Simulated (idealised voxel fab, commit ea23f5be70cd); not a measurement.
A process module follows: voxel gate over fins.
Each square cell in cross-section cut measures 5 nm, and the section as a whole is 195 nm wide.
Format of a cross-section: grid, square cells. Given as bands. Order: top down. Band: one or more rows of cells. Look at the band entry: it leads with the top's height and the bottom's height in nm. Then it lists the materials left to right, with a width in nm for each. The word "edge to edge" on a single material says that material fills the band edge to edge. The word "empty" is empty space. Height is counted from the level 0, under which the received wafer is composed throughout of one material. The lowest of the bands is not closed at the bottom but continues downward, in the notation "0 and below". A width such as "30 to 40" changes by the same amount from each row of cells to the next, from the band's top row to its bottom row. A step reported as "no alterations made" is a step in which no cell of the cross-section changed. Look at "Unvented voids" for the closed voids: empty spaces with no open path to the top, sized 8 cells or up. Each is width x height at distance, distance from the left edge, all nm. If you see something after the settings on a step's line, that's the simulator's own remark about that step. The optional step-line setting "overlay nm" applies to steps with a mask and quantifies how far to the right of its planned location the mask lay, a negative value indicating leftward placement.

Set out below are the planned steps of the process
1) RECEIVE, material Si
2) CONFORMAL_DEP, material SiN, thk nm 5
3) PATTERN, tone cover, mask id FINS, material resist, width nm 15, pitch nm 40, thk nm 20, overlay nm 0
4) DIRECTIONAL_ETCH, etch materials SiN, depth nm 5
5) DIRECTIONAL_ETCH, etch materials Si, depth nm 35
6) STRIP, etch materials resist
7) OXIDIZE, depth nm 5
8) FILL_DEP, material SiO2, thk nm 15
9) CMP, height nm 5
10) SELECTIVE_ETCH, etch materials SiO2, depth nm 20
11) STRIP, etch materials SiN
12) CONFORMAL_DEP, material HfO2, thk nm 5
13) CONFORMAL_DEP, material TiN, thk nm 5
14) FILL_DEP, material W, thk nm 15
15) CMP, height nm 20
16) CONFORMAL_DEP, material SiCN, thk nm 10

Shown in cross-section is the wafer as received, that is, as it stands after step 1
> 0 and below = Si edge to edge
> Unvented voids: none

End state of the module in cross-section, given the above starting point and plan and one mistake in execution
> 30 down to 20 = SiCN edge to edge
> 20 down to 10 = W edge to edge
> 10 down to 5 = 65 of W, 25 of TiN, 15 of W, 25 of TiN, 65 of W
> 5 down to 0 = 65 of W, 5 of TiN, 15 of HfO2, 5 of TiN, 15 of W, 5 of TiN, 15 of HfO2, 5 of TiN, 65 of W
> 0 down to -15 = 65 of W, 5 of TiN, 5 of HfO2, 5 of Si, 5 of HfO2, 5 of TiN, 15 of W, 5 of TiN, 5 of HfO2, 5 of Si, 5 of HfO2, 5 of TiN, 65 of W
> -15 down to -20 = 70 of TiN, 5 of HfO2, 5 of Si, 5 of HfO2, 25 of TiN, 5 of HfO2, 5 of Si, 5 of HfO2, 70 of TiN
> -20 down to -25 = 75 of HfO2, 5 of Si, 35 of HfO2, 5 of Si, 75 of HfO2
> -25 down to -40 = 75 of SiO2, 5 of Si, 35 of SiO2, 5 of Si, 75 of SiO2
> -40 and below = Si edge to edge
> Unvented voids: none
What broke from the plan during processing? note that step 10 departed from the planned setting and was carried out as SELECTIVE_ETCH, etch materials SiO2, depth nm 30
